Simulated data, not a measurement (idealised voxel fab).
Herein follows the process module entitled voxel fin reveal.
Cross-section cut spans 180 nm and uses square cells 5 nm in size.
The cross-sections in this document take the form of a grid made of square cells. They are written out as bands, in order from top to bottom. Each band consists of one or more rows of cells.
The entry gives the band's vertical extent as a top height and a bottom height in nm, then its horizontal make-up as materials from left to right, each with a width in nm. "blank" stands for empty space; a single material marked "full width" fills the band edge to edge.
Height is counted from the level 0, under which the received wafer is composed throughout of one material. The lowest of the bands is not closed at the bottom but continues downward, in the notation "0 nm and below".
You'd read "30->40" like this: the band's top row of cells is as wide as the first number, its bottom row is as wide as the second, and going down, every row changes width by the same amount as the row before did.
What does "nothing altered" mean for a step? It means no cell of the cross-section changed in that step.
Empty spaces counting at least 8 cells and having no open way to the top are listed in "Sealed void list". The notation width x height at distance is used for each, the distance being from the left edge and all three values in nm.
On each step's line, the part that comes after the settings is the simulator's own comment on the step.
The setting "overlay nm" may be written on the line of a step. When the step uses a mask, the value reports how far to the right of the planned place the mask lay, and a negative value reports that it lay to the left.
Process steps (planned):
- 1: RECEIVE,material Si
- 2: CONFORMAL_DEP,material SiN,thk nm 10
- 3: MASKED_ETCH,tone cover,mask id FINS,width nm 15,pitch nm 35,etch materials SiN,depth nm 10,overlay nm 0
- 4: MASKED_ETCH,tone cover,mask id FINS,width nm 15,pitch nm 35,etch materials Si,depth nm 40,overlay nm 0
- 5: OXIDIZE,depth nm 5
- 6: FILL_DEP,material SiO2,thk nm 15
- 7: CMP,height nm 10
- 8: SELECTIVE_ETCH,etch materials SiO2,depth nm 35
- 9: STRIP,etch materials SiN
Cross-section, incoming material, after step 1:
> 0 nm and below = Si full width
> Sealed void list: none
Wafer at module end, in section. Began as above, planned as above, run with one mistake:
> 0 nm to -25 nm = 70 of blank; 5 of Si; 30 of blank; 5 of Si; 70 of blank
> -25 nm to -35 nm = 30 of SiO2; 40 of blank; 5 of Si; 30 of blank; 5 of Si; 40 of blank; 30 of SiO2
> -35 nm to -45 nm = 70 of SiO2; 5 of Si; 30 of SiO2; 5 of Si; 70 of SiO2
> -45 nm and below = Si full width
> Sealed void list: none
What was the processing mistake? so 8 and 9 got swapped relative to the plan, each ran where the other was supposed to
